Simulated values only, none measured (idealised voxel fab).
Proc. module: voxel trench capacitor
The cross-section on display is named cut; it measures 290 nm wide, and its cells are 5 nm squares.
In what follows, cross-sections appear as grids of square cells, described through bands that run from the top down, where every band is one or more rows of cells.
The entry gives the band's vertical extent as a top height and a bottom height in nm, then its horizontal make-up as materials from left to right, each with a width in nm. "empty" stands for empty space; a single material marked "edge to edge" fills the band edge to edge.
Height reference: 0 = level under which incoming wafer is all one material. Lowest band: no bottom, runs on downward, e.g. "top 0, no bottom".
The width entry "30->40" should be interpreted row by row: the top row of cells in the band takes the first number, the bottom row takes the second number, and the change between adjacent rows is uniform throughout.
The cross-section has no changed cell in any step marked "nothing got changed".
The label "Sealed internal voids" introduces a list of the empty spaces, 8 cells or larger, that have no open way up to the top; each entry in it reads width x height at distance, where the distance is taken from the left edge and all three are stated in nm.
Read whatever lies past the settings on a step's line as the simulator's own remark about the step.
On any step carrying a mask, the "overlay nm" setting, if present on the step's line, tells how far right of its planned place the mask lay; negative values point to the left.

-- Below is the list of planned process steps
1) RECEIVE with material Si
2) CONFORMAL_DEP with material SiN, thk nm 5
3) DIRECTIONAL_DEP with material aC, thk nm 10
4) PATTERN with tone open, mask id TRENCH, material resist, width nm 30, pitch nm 55, thk nm 25, overlay nm 0
5) DIRECTIONAL_ETCH with etch materials aC, depth nm 10
6) STRIP with etch materials resist
7) DIRECTIONAL_ETCH with etch materials SiN, depth nm 5
8) DIRECTIONAL_ETCH with etch materials Si, depth nm 40
9) STRIP with etch materials aC
10) CONFORMAL_DEP with material HfO2, thk nm 5
11) CONFORMAL_DEP with material TiN, thk nm 5
12) FILL_DEP with material W, thk nm 5
13) CMP with height nm 5

-- Cross-sectional view of the wafer in its as-received condition, corresponding to the state after step 1
> top 0, no bottom: Si edge to edge
> Sealed internal voids: none

-- First wafer of two, sectioned at end of module; run went per plan
> top 5, bottom 0: SiN (45); HfO2 (5); TiN (5); W (10); TiN (5); HfO2 (5); SiN (25); HfO2 (5); TiN (5); W (10); TiN (5); HfO2 (5); SiN (25); HfO2 (5); TiN (5); W (10); TiN (5); HfO2 (5); SiN (25); HfO2 (5); TiN (5); W (10); TiN (5); HfO2 (5); SiN (50)
> top 0, bottom -30: Si (45); HfO2 (5); TiN (5); W (10); TiN (5); HfO2 (5); Si (25); HfO2 (5); TiN (5); W (10); TiN (5); HfO2 (5); Si (25); HfO2 (5); TiN (5); W (10); TiN (5); HfO2 (5); Si (25); HfO2 (5); TiN (5); W (10); TiN (5); HfO2 (5); Si (50)
> top -30, bottom -35: Si (45); HfO2 (5); TiN (20); HfO2 (5); Si (25); HfO2 (5); TiN (20); HfO2 (5); Si (25); HfO2 (5); TiN (20); HfO2 (5); Si (25); HfO2 (5); TiN (20); HfO2 (5); Si (50)
> top -35, bottom -40: Si (45); HfO2 (30); Si (25); HfO2 (30); Si (25); HfO2 (30); Si (25); HfO2 (30); Si (50)
> top -40, no bottom: Si edge to edge
> Sealed internal voids: none

-- Cross-sectional view: second of two wafers, end of module; start and plan identical to the first, one mistake in running
> top 5, bottom 0: SiN (40); HfO2 (5); TiN (5); W (10); TiN (5); HfO2 (5); SiN (25); HfO2 (5); TiN (5); W (10); TiN (5); HfO2 (5); SiN (25); HfO2 (5); TiN (5); W (10); TiN (5); HfO2 (5); SiN (25); HfO2 (5); TiN (5); W (10); TiN (5); HfO2 (5); SiN (55)
> top 0, bottom -30: Si (40); HfO2 (5); TiN (5); W (10); TiN (5); HfO2 (5); Si (25); HfO2 (5); TiN (5); W (10); TiN (5); HfO2 (5); Si (25); HfO2 (5); TiN (5); W (10); TiN (5); HfO2 (5); Si (25); HfO2 (5); TiN (5); W (10); TiN (5); HfO2 (5); Si (55)
> top -30, bottom -35: Si (40); HfO2 (5); TiN (20); HfO2 (5); Si (25); HfO2 (5); TiN (20); HfO2 (5); Si (25); HfO2 (5); TiN (20); HfO2 (5); Si (25); HfO2 (5); TiN (20); HfO2 (5); Si (55)
> top -35, bottom -40: Si (40); HfO2 (30); Si (25); HfO2 (30); Si (25); HfO2 (30); Si (25); HfO2 (30); Si (55)
> top -40, no bottom: Si edge to edge
> Sealed internal voids: none
what went wrong: step 4 ran with different settings than intended, the actual operation and settings being PATTERN with tone open, mask id TRENCH, material resist, width nm 30, pitch nm 55, thk nm 25, overlay nm -5
End check, second vs first wafer: material counts in cells match, positions do not.
